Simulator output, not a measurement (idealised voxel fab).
process module | voxel air gaps
cross-section cut | 285 nm wide | cells 5 nm
A cross-section is a grid of square cells, given in bands from the top down. A band is one or more rows of cells.
Each band's line starts with the height of the band's top and of its bottom, in nm. Then come its materials from left to right, each with its width in nm. One material with "throughout" fills the band from edge to edge. "air" is empty space.
Height 0 is the level under which the wafer as received is all one material. The lowest band goes on downwards, as in "0 down".
A width such as "30 to 40" changes by the same amount from each row of cells to the next, from the band's top row to its bottom row.
"no change" after a step means that no cell of the cross-section changed.
closed voids: empty space of 8 cells or more with no open way to the top, each as width x height at its distance from the left edge, in nm
after a step's settings: what the simulator itself notes on the step
overlay nm, on a step with a mask: how far to the right of its planned place the mask lay; to the left if negative
plan
1 op RECEIVE | material Si
2 op CONFORMAL_DEP | material SiO2 | thk nm 10
3 op CONFORMAL_DEP | material SiN | thk nm 5
4 op DIRECTIONAL_DEP | material lowk | thk nm 40
5 op DIRECTIONAL_DEP | material aC | thk nm 10
6 op PATTERN | tone open | mask id LINES | material resist | width nm 15 | pitch nm 40 | thk nm 25 | overlay nm 0
7 op DIRECTIONAL_ETCH | etch materials aC | depth nm 10
8 op STRIP | etch materials resist
9 op DIRECTIONAL_ETCH | etch materials lowk | depth nm 40
10 op STRIP | etch materials aC
11 op CONFORMAL_DEP | material TiN | thk nm 5
12 op FILL_DEP | material Ru | thk nm 10
13 op CMP | height nm 55
14 op EPI | material Ru | thk nm 10
15 op SELECTIVE_ETCH | etch materials lowk | depth nm 50
16 op CONFORMAL_DEP | material SiN | thk nm 5
as received, after step 1
  0 down: Si throughout
  closed voids: none
a wafer at the end: this start, this plan, one mistake
  70 to 65: air 70 | SiN 165 | air 50
  65 to 55: air 70 | SiN 5 | Ru 35 | SiN 5 | Ru 35 | SiN 5 | Ru 35 | SiN 5 | Ru 35 | SiN 5 | air 50
  55 to 50: air 70 | SiN 15 | TiN 5 | Ru 5 | TiN 5 | SiN 25 | TiN 5 | Ru 5 | TiN 5 | SiN 25 | TiN 5 | Ru 5 | TiN 5 | SiN 25 | TiN 5 | Ru 5 | TiN 5 | SiN 15 | air 50
  50 to 20: air 80 | SiN 5 | TiN 5 | Ru 5 | TiN 5 | SiN 5 | air 15 | SiN 5 | TiN 5 | Ru 5 | TiN 5 | SiN 5 | air 15 | SiN 5 | TiN 5 | Ru 5 | TiN 5 | SiN 5 | air 15 | SiN 5 | TiN 5 | Ru 5 | TiN 5 | SiN 5 | air 60
  20 to 15: SiN 85 | TiN 15 | SiN 25 | TiN 15 | SiN 25 | TiN 15 | SiN 25 | TiN 15 | SiN 65
  15 to 10: SiN throughout
  10 to 0: SiO2 throughout
  0 down: Si throughout
  closed voids: 15 x 30 at 105; 15 x 30 at 145; 15 x 30 at 185
what went wrong: step 6 ran as: op PATTERN | tone open | mask id LINES | material resist | width nm 15 | pitch nm 40 | thk nm 25 | overlay nm 10
